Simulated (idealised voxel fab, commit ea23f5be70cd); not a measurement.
Herein follows the process module entitled voxel wiring stack.
Pictured: cross-section cut, 260 nm wide, on a grid of 5 nm square cells.
Throughout this document, each cross-section is represented as a grid of square cells and is presented as a sequence of bands enumerated from the top downward, where a band comprises one or more rows of cells. Band: top and bottom heights (nm) first, top before bottom; then materials from left to right, widths in nm. "everywhere" marks a sole material filling the band edge to edge. "empty" denotes empty space. Zero point of the height axis is 0; under it, received wafer = one material. Lowest band: continues down indefinitely, "top 0, no bottom". The notation "30..40" denotes a width that varies across the rows of cells in the band, beginning at the first number in the top row, finishing at the second number in the bottom row, and changing by an identical amount from each row to the next. "nothing was modified" (step): cross-section cells unchanged, all of them. "Closed void register" lists enclosed empty spaces (at least 8 cells, no open path upward to the top), each as width x height at distance from the left edge, in nm. Read whatever lies past the settings on a step's line as the simulator's own remark about the step. For masked steps, "overlay nm" on the step line gives how far right of plan the mask actually lay; a minus sign means it lay to the left.
# Listed below are the process steps as planned
- 1: RECEIVE with material Si
- 2: CONFORMAL_DEP with material SiO2, thk nm 10
- 3: CONFORMAL_DEP with material SiCN, thk nm 5
- 4: DIRECTIONAL_DEP with material SiO2, thk nm 15
- 5: PATTERN with tone open, mask id METAL_1, material resist, width nm 30, pitch nm 55, thk nm 20, overlay nm 0
- 6: DIRECTIONAL_ETCH with etch materials SiO2, depth nm 15
- 7: DIRECTIONAL_ETCH with etch materials SiCN, depth nm 5
- 8: STRIP with etch materials resist
- 9: CONFORMAL_DEP with material TiN, thk nm 5
- 10: FILL_DEP with material Cu, thk nm 5
- 11: CMP with height nm 30
- 12: CONFORMAL_DEP with material SiCN, thk nm 5
- 13: DIRECTIONAL_DEP with material SiO2, thk nm 20
- 14: MASKED_ETCH with tone open, mask id PLUG_1, width nm 15, pitch nm 55, etch materials SiO2, depth nm 20, overlay nm 0
- 15: MASKED_ETCH with tone open, mask id PLUG_1, width nm 15, pitch nm 55, etch materials SiCN, depth nm 5, overlay nm 0
- 16: EPI with material Ru, thk nm 10
- 17: EPI with material Ru, thk nm 10
- 18: EPI with material Ru, thk nm 5
- 19: CONFORMAL_DEP with material SiCN, thk nm 5
- 20: DIRECTIONAL_DEP with material lowk, thk nm 20
- 21: PATTERN with tone open, mask id METAL_2, material resist, width nm 30, pitch nm 55, thk nm 20, overlay nm 0
- 22: DIRECTIONAL_ETCH with etch materials lowk, depth nm 20
- 23: DIRECTIONAL_ETCH with etch materials SiCN, depth nm 5
- 24: STRIP with etch materials resist
- 25: CONFORMAL_DEP with material TiN, thk nm 5
- 26: FILL_DEP with material Cu, thk nm 10
- 27: CMP with height nm 80
- 28: CONFORMAL_DEP with material SiCN, thk nm 5
- 29: DIRECTIONAL_DEP with material lowk, thk nm 30
- 30: MASKED_ETCH with tone open, mask id METAL_3_HOLES, width nm 15, pitch nm 55, etch materials lowk, depth nm 30, overlay nm 0
- 31: MASKED_ETCH with tone open, mask id METAL_3, width nm 30, pitch nm 55, etch materials lowk, depth nm 20, overlay nm 0
- 32: MASKED_ETCH with tone open, mask id METAL_3, width nm 30, pitch nm 55, etch materials SiCN, depth nm 5, overlay nm 0
- 33: CONFORMAL_DEP with material TiN, thk nm 5
- 34: FILL_DEP with material Cu, thk nm 5
- 35: CMP with height nm 115
- 36: CONFORMAL_DEP with material SiCN, thk nm 5
- 37: DIRECTIONAL_DEP with material lowk, thk nm 10
- 38: DIRECTIONAL_DEP with material aC, thk nm 10
- 39: PATTERN with tone open, mask id PLUG_3, material resist, width nm 15, thk nm 25, overlay nm 0
- 40: DIRECTIONAL_ETCH with etch materials aC, depth nm 10
- 41: STRIP with etch materials resist
- 42: DIRECTIONAL_ETCH with etch materials lowk, depth nm 10
- 43: DIRECTIONAL_ETCH with etch materials SiCN, depth nm 5
- 44: STRIP with etch materials aC
- 45: CONFORMAL_DEP with material TiN, thk nm 5
- 46: FILL_DEP with material W, thk nm 10
- 47: CMP with height nm 130
- 48: CONFORMAL_DEP with material SiN, thk nm 5
- 49: DIRECTIONAL_DEP with material lowk, thk nm 25
- 50: MASKED_ETCH with tone open, mask id METAL_4, width nm 30, pitch nm 55, etch materials lowk, depth nm 25, overlay nm 0
- 51: MASKED_ETCH with tone open, mask id METAL_4, width nm 30, pitch nm 55, etch materials SiN, depth nm 5, overlay nm 0
- 52: CONFORMAL_DEP with material TiN, thk nm 5
- 53: FILL_DEP with material Cu, thk nm 5
- 54: CMP with height nm 160
- 55: EPI with material Ru, thk nm 5
- 56: FILL_DEP with material SiCN, thk nm 5
# First of two wafers, processed according to plan
# as received, after step 1
> top 0, no bottom: Si everywhere
> Closed void register: none
# Cross-section through the wafer, step 2 finished
> top 10, bottom 0: SiO2 everywhere
> For the remainder of the cross-section, below 0, there is no change.
# Cross-section through the wafer, step 3 finished
> top 15, bottom 10: SiCN everywhere
> For the remainder of the cross-section, below 10, there is no change.
# Cross-section through the wafer, step 4 finished
> top 30, bottom 15: SiO2 everywhere
> For the remainder of the cross-section, below 15, there is no change.
# Cross-section through the wafer, step 5 finished
> top 50, bottom 30: resist (85)  empty (30)  resist (25)  empty (30)  resist (90)
> For the remainder of the cross-section, below 30, there is no change.
# Cross-section through the wafer, step 6 finished
> top 50, bottom 30: resist (85)  empty (30)  resist (25)  empty (30)  resist (90)
> top 30, bottom 15: SiO2 (85)  empty (30)  SiO2 (25)  empty (30)  SiO2 (90)
> For the remainder of the cross-section, below 15, there is no change.
# Cross-section through the wafer, step 7 finished
> top 50, bottom 30: resist (85)  empty (30)  resist (25)  empty (30)  resist (90)
> top 30, bottom 15: SiO2 (85)  empty (30)  SiO2 (25)  empty (30)  SiO2 (90)
> top 15, bottom 10: SiCN (85)  empty (30)  SiCN (25)  empty (30)  SiCN (90)
> For the remainder of the cross-section, below 10, there is no change.
# Cross-section through the wafer, step 8 finished
> top 30, bottom 15: SiO2 (85)  empty (30)  SiO2 (25)  empty (30)  SiO2 (90)
> For the remainder of the cross-section, below 15, there is no change.
# Cross-section through the wafer, step 9 finished
> top 35, bottom 30: TiN (90)  empty (20)  TiN (35)  empty (20)  TiN (95)
> top 30, bottom 15: SiO2 (85)  TiN (5)  empty (20)  TiN (5)  SiO2 (25)  TiN (5)  empty (20)  TiN (5)  SiO2 (90)
> top 15, bottom 10: SiCN (85)  TiN (30)  SiCN (25)  TiN (30)  SiCN (90)
> For the remainder of the cross-section, below 10, there is no change.
# Cross-section through the wafer, step 10 finished
> top 40, bottom 35: Cu everywhere
> top 35, bottom 30: TiN (90)  Cu (20)  TiN (35)  Cu (20)  TiN (95)
> top 30, bottom 15: SiO2 (85)  TiN (5)  Cu (20)  TiN (5)  SiO2 (25)  TiN (5)  Cu (20)  TiN (5)  SiO2 (90)
> For the remainder of the cross-section, below 15, there is no change.
# Cross-section through the wafer, step 11 finished
> top 30, bottom 15: SiO2 (85)  TiN (5)  Cu (20)  TiN (5)  SiO2 (25)  TiN (5)  Cu (20)  TiN (5)  SiO2 (90)
> For the remainder of the cross-section, below 15, there is no change.
# Cross-section through the wafer, step 12 finished
> top 35, bottom 30: SiCN everywhere
> For the remainder of the cross-section, below 30, there is no change.
# Cross-section through the wafer, step 13 finished
> top 55, bottom 35: SiO2 everywhere
> For the remainder of the cross-section, below 35, there is no change.
# Cross-section through the wafer, step 14 finished
> top 55, bottom 35: SiO2 (85)  empty (15)  SiO2 (40)  empty (15)  SiO2 (105)
> For the remainder of the cross-section, below 35, there is no change.
# Cross-section through the wafer, step 15 finished
> top 55, bottom 35: SiO2 (85)  empty (15)  SiO2 (40)  empty (15)  SiO2 (105)
> top 35, bottom 30: SiCN (85)  empty (15)  SiCN (40)  empty (15)  SiCN (105)
> For the remainder of the cross-section, below 30, there is no change.
# Cross-section through the wafer, step 16 finished
> top 55, bottom 40: SiO2 (85)  empty (15)  SiO2 (40)  empty (15)  SiO2 (105)
> top 40, bottom 35: SiO2 (85)  Ru (15)  SiO2 (40)  Ru (15)  SiO2 (105)
> top 35, bottom 30: SiCN (85)  Ru (15)  SiCN (40)  Ru (15)  SiCN (105)
> For the remainder of the cross-section, below 30, there is no change.
# Cross-section through the wafer, step 17 finished
> top 55, bottom 50: SiO2 (85)  empty (15)  SiO2 (40)  empty (15)  SiO2 (105)
> top 50, bottom 35: SiO2 (85)  Ru (15)  SiO2 (40)  Ru (15)  SiO2 (105)
> For the remainder of the cross-section, below 35, there is no change.
# Cross-section through the wafer, step 18 finished
> top 55, bottom 35: SiO2 (85)  Ru (15)  SiO2 (40)  Ru (15)  SiO2 (105)
> For the remainder of the cross-section, below 35, there is no change.
# Cross-section through the wafer, step 19 finished
> top 60, bottom 55: SiCN everywhere
> For the remainder of the cross-section, below 55, there is no change.
# Cross-section through the wafer, step 20 finished
> top 80, bottom 60: lowk everywhere
> For the remainder of the cross-section, below 60, there is no change.
# Cross-section through the wafer, step 21 finished
> top 100, bottom 80: resist (85)  empty (30)  resist (25)  empty (30)  resist (90)
> For the remainder of the cross-section, below 80, there is no change.
# Cross-section through the wafer, step 22 finished
> top 100, bottom 80: resist (85)  empty (30)  resist (25)  empty (30)  resist (90)
> top 80, bottom 60: lowk (85)  empty (30)  lowk (25)  empty (30)  lowk (90)
> For the remainder of the cross-section, below 60, there is no change.
# Cross-section through the wafer, step 23 finished
> top 100, bottom 80: resist (85)  empty (30)  resist (25)  empty (30)  resist (90)
> top 80, bottom 60: lowk (85)  empty (30)  lowk (25)  empty (30)  lowk (90)
> top 60, bottom 55: SiCN (85)  empty (30)  SiCN (25)  empty (30)  SiCN (90)
> For the remainder of the cross-section, below 55, there is no change.
# Cross-section through the wafer, step 24 finished
> top 80, bottom 60: lowk (85)  empty (30)  lowk (25)  empty (30)  lowk (90)
> For the remainder of the cross-section, below 60, there is no change.
# Cross-section through the wafer, step 25 finished
> top 85, bottom 80: TiN (90)  empty (20)  TiN (35)  empty (20)  TiN (95)
> top 80, bottom 60: lowk (85)  TiN (5)  empty (20)  TiN (5)  lowk (25)  TiN (5)  empty (20)  TiN (5)  lowk (90)
> top 60, bottom 55: SiCN (85)  TiN (30)  SiCN (25)  TiN (30)  SiCN (90)
> For the remainder of the cross-section, below 55, there is no change.
# Cross-section through the wafer, step 26 finished
> top 95, bottom 85: Cu everywhere
> top 85, bottom 80: TiN (90)  Cu (20)  TiN (35)  Cu (20)  TiN (95)
> top 80, bottom 60: lowk (85)  TiN (5)  Cu (20)  TiN (5)  lowk (25)  TiN (5)  Cu (20)  TiN (5)  lowk (90)
> For the remainder of the cross-section, below 60, there is no change.
# Cross-section through the wafer, step 27 finished
> top 80, bottom 60: lowk (85)  TiN (5)  Cu (20)  TiN (5)  lowk (25)  TiN (5)  Cu (20)  TiN (5)  lowk (90)
> For the remainder of the cross-section, below 60, there is no change.
# Cross-section through the wafer, step 28 finished
> top 85, bottom 80: SiCN everywhere
> For the remainder of the cross-section, below 80, there is no change.
# Cross-section through the wafer, step 29 finished
> top 115, bottom 85: lowk everywhere
> For the remainder of the cross-section, below 85, there is no change.
# Cross-section through the wafer, step 30 finished
> top 115, bottom 85: lowk (85)  empty (15)  lowk (40)  empty (15)  lowk (105)
> For the remainder of the cross-section, below 85, there is no change.
# Cross-section through the wafer, step 31 finished
> top 115, bottom 95: lowk (85)  empty (30)  lowk (25)  empty (30)  lowk (90)
> For the remainder of the cross-section, below 95, there is no change.
# Cross-section through the wafer, step 32 finished
> top 115, bottom 95: lowk (85)  empty (30)  lowk (25)  empty (30)  lowk (90)
> top 95, bottom 85: lowk (85)  empty (15)  lowk (40)  empty (15)  lowk (105)
> top 85, bottom 80: SiCN (85)  empty (15)  SiCN (40)  empty (15)  SiCN (105)
> For the remainder of the cross-section, below 80, there is no change.
# Cross-section through the wafer, step 33 finished
> top 120, bottom 115: TiN (90)  empty (20)  TiN (35)  empty (20)  TiN (95)
> top 115, bottom 100: lowk (85)  TiN (5)  empty (20)  TiN (5)  lowk (25)  TiN (5)  empty (20)  TiN (5)  lowk (90)
> top 100, bottom 95: lowk (85)  TiN (5)  empty (5)  TiN (20)  lowk (25)  TiN (5)  empty (5)  TiN (20)  lowk (90)
> top 95, bottom 85: lowk (85)  TiN (5)  empty (5)  TiN (5)  lowk (40)  TiN (5)  empty (5)  TiN (5)  lowk (105)
> top 85, bottom 80: SiCN (85)  TiN (15)  SiCN (40)  TiN (15)  SiCN (105)
> For the remainder of the cross-section, below 80, there is no change.
# Cross-section through the wafer, step 34 finished
> top 125, bottom 120: Cu everywhere
> top 120, bottom 115: TiN (90)  Cu (20)  TiN (35)  Cu (20)  TiN (95)
> top 115, bottom 100: lowk (85)  TiN (5)  Cu (20)  TiN (5)  lowk (25)  TiN (5)  Cu (20)  TiN (5)  lowk (90)
> top 100, bottom 95: lowk (85)  TiN (5)  Cu (5)  TiN (20)  lowk (25)  TiN (5)  Cu (5)  TiN (20)  lowk (90)
> top 95, bottom 85: lowk (85)  TiN (5)  Cu (5)  TiN (5)  lowk (40)  TiN (5)  Cu (5)  TiN (5)  lowk (105)
> For the remainder of the cross-section, below 85, there is no change.
# Cross-section through the wafer, step 35 finished
> top 115, bottom 100: lowk (85)  TiN (5)  Cu (20)  TiN (5)  lowk (25)  TiN (5)  Cu (20)  TiN (5)  lowk (90)
> For the remainder of the cross-section, below 100, there is no change.
# Cross-section through the wafer, step 36 finished
> top 120, bottom 115: SiCN everywhere
> For the remainder of the cross-section, below 115, there is no change.
# Cross-section through the wafer, step 37 finished
> top 130, bottom 120: lowk everywhere
> For the remainder of the cross-section, below 120, there is no change.
# Cross-section through the wafer, step 38 finished
> top 140, bottom 130: aC everywhere
> For the remainder of the cross-section, below 130, there is no change.
# Cross-section through the wafer, step 39 finished
> top 165, bottom 140: resist (85)  empty (15)  resist (160)
> For the remainder of the cross-section, below 140, there is no change.
# Cross-section through the wafer, step 40 finished
> top 155, bottom 140: resist (85)  empty (15)  resist (160)
> top 140, bottom 130: aC (85)  empty (15)  aC (160)
> For the remainder of the cross-section, below 130, there is no change.
# Cross-section through the wafer, step 41 finished
> top 140, bottom 130: aC (85)  empty (15)  aC (160)
> For the remainder of the cross-section, below 130, there is no change.
# Cross-section through the wafer, step 42 finished
> top 140, bottom 130: aC (85)  empty (15)  aC (160)
> top 130, bottom 120: lowk (85)  empty (15)  lowk (160)
> For the remainder of the cross-section, below 120, there is no change.
# Cross-section through the wafer, step 43 finished
> top 140, bottom 130: aC (85)  empty (15)  aC (160)
> top 130, bottom 120: lowk (85)  empty (15)  lowk (160)
> top 120, bottom 115: SiCN (85)  empty (15)  SiCN (160)
> For the remainder of the cross-section, below 115, there is no change.
# Cross-section through the wafer, step 44 finished
> top 130, bottom 120: lowk (85)  empty (15)  lowk (160)
> For the remainder of the cross-section, below 120, there is no change.
# Cross-section through the wafer, step 45 finished
> top 135, bottom 130: TiN (90)  empty (5)  TiN (165)
> top 130, bottom 120: lowk (85)  TiN (5)  empty (5)  TiN (5)  lowk (160)
> top 120, bottom 115: SiCN (85)  TiN (15)  SiCN (160)
> For the remainder of the cross-section, below 115, there is no change.
# Cross-section through the wafer, step 46 finished
> top 145, bottom 135: W everywhere
> top 135, bottom 130: TiN (90)  W (5)  TiN (165)
> top 130, bottom 120: lowk (85)  TiN (5)  W (5)  TiN (5)  lowk (160)
> For the remainder of the cross-section, below 120, there is no change.
# Cross-section through the wafer, step 47 finished
> top 130, bottom 120: lowk (85)  TiN (5)  W (5)  TiN (5)  lowk (160)
> For the remainder of the cross-section, below 120, there is no change.
# Cross-section through the wafer, step 48 finished
> top 135, bottom 130: SiN everywhere
> For the remainder of the cross-section, below 130, there is no change.
# Cross-section through the wafer, step 49 finished
> top 160, bottom 135: lowk everywhere
> For the remainder of the cross-section, below 135, there is no change.
# Cross-section through the wafer, step 50 finished
> top 160, bottom 135: lowk (85)  empty (30)  lowk (25)  empty (30)  lowk (90)
> For the remainder of the cross-section, below 135, there is no change.
# Cross-section through the wafer, step 51 finished
> top 160, bottom 135: lowk (85)  empty (30)  lowk (25)  empty (30)  lowk (90)
> top 135, bottom 130: SiN (85)  empty (30)  SiN (25)  empty (30)  SiN (90)
> For the remainder of the cross-section, below 130, there is no change.
# Cross-section through the wafer, step 52 finished
> top 165, bottom 160: TiN (90)  empty (20)  TiN (35)  empty (20)  TiN (95)
> top 160, bottom 135: lowk (85)  TiN (5)  empty (20)  TiN (5)  lowk (25)  TiN (5)  empty (20)  TiN (5)  lowk (90)
> top 135, bottom 130: SiN (85)  TiN (30)  SiN (25)  TiN (30)  SiN (90)
> For the remainder of the cross-section, below 130, there is no change.
# Cross-section through the wafer, step 53 finished
> top 170, bottom 165: Cu everywhere
> top 165, bottom 160: TiN (90)  Cu (20)  TiN (35)  Cu (20)  TiN (95)
> top 160, bottom 135: lowk (85)  TiN (5)  Cu (20)  TiN (5)  lowk (25)  TiN (5)  Cu (20)  TiN (5)  lowk (90)
> For the remainder of the cross-section, below 135, there is no change.
# Cross-section through the wafer, step 54 finished
> top 160, bottom 135: lowk (85)  TiN (5)  Cu (20)  TiN (5)  lowk (25)  TiN (5)  Cu (20)  TiN (5)  lowk (90)
> For the remainder of the cross-section, below 135, there is no change.
# Cross-section through the wafer, step 55 finished
> top 165, bottom 160: empty (80)  Ru (40)  empty (15)  Ru (40)  empty (85)
> For the remainder of the cross-section, below 160, there is no change.
# Cross-section through the wafer, step 56 finished
> top 170, bottom 165: SiCN everywhere
> top 165, bottom 160: SiCN (80)  Ru (40)  SiCN (15)  Ru (40)  SiCN (85)
> For the remainder of the cross-section, below 160, there is no change.
# second wafer: like start, like plan, one mistake. Through step 46 it matches the first wafer
# The second wafer cut through, at the time step 47 was supposed to be finished
> top 120, bottom 115: SiCN (85)  TiN (15)  SiCN (160)
> For the remainder of the cross-section, below 115, there is no change.
# The second wafer cut through, at the time step 48 was supposed to be finished
> top 125, bottom 120: SiN everywhere
> For the remainder of the cross-section, below 120, there is no change.
# The second wafer cut through, at the time step 49 was supposed to be finished
> top 150, bottom 125: lowk everywhere
> For the remainder of the cross-section, below 125, there is no change.
# The second wafer cut through, at the time step 50 was supposed to be finished
> top 150, bottom 125: lowk (85)  empty (30)  lowk (25)  empty (30)  lowk (90)
> For the remainder of the cross-section, below 125, there is no change.
# The second wafer cut through, at the time step 51 was supposed to be finished
> top 150, bottom 125: lowk (85)  empty (30)  lowk (25)  empty (30)  lowk (90)
> top 125, bottom 120: SiN (85)  empty (30)  SiN (25)  empty (30)  SiN (90)
> For the remainder of the cross-section, below 120, there is no change.
# The second wafer cut through, at the time step 52 was supposed to be finished
> top 155, bottom 150: TiN (90)  empty (20)  TiN (35)  empty (20)  TiN (95)
> top 150, bottom 125: lowk (85)  TiN (5)  empty (20)  TiN (5)  lowk (25)  TiN (5)  empty (20)  TiN (5)  lowk (90)
> top 125, bottom 120: SiN (85)  TiN (30)  SiN (25)  TiN (30)  SiN (90)
> For the remainder of the cross-section, below 120, there is no change.
# The second wafer cut through, at the time step 53 was supposed to be finished
> top 160, bottom 155: Cu everywhere
> top 155, bottom 150: TiN (90)  Cu (20)  TiN (35)  Cu (20)  TiN (95)
> top 150, bottom 125: lowk (85)  TiN (5)  Cu (20)  TiN (5)  lowk (25)  TiN (5)  Cu (20)  TiN (5)  lowk (90)
> For the remainder of the cross-section, below 125, there is no change.
The second wafer cut through, at the time step 54 was supposed to be finished: nothing was modified
# The second wafer cut through, at the time step 55 was supposed to be finished
> top 165, bottom 160: Ru everywhere
> For the remainder of the cross-section, below 160, there is no change.
# The second wafer cut through, at the time step 56 was supposed to be finished
> top 170, bottom 165: SiCN everywhere
> For the remainder of the cross-section, below 165, there is no change.
It is concluded that the wafer was processed incorrectly with respect to the plan, in that off-plan run, step 47, actual operation and settings CMP with height nm 120
Heads up, by the end the second wafer has more or fewer cells of some materials compared to the first: 60 more of Cu; 36 more of Ru; 36 fewer of SiCN; 40 more of TiN; 2 fewer of W; 98 fewer of lowk
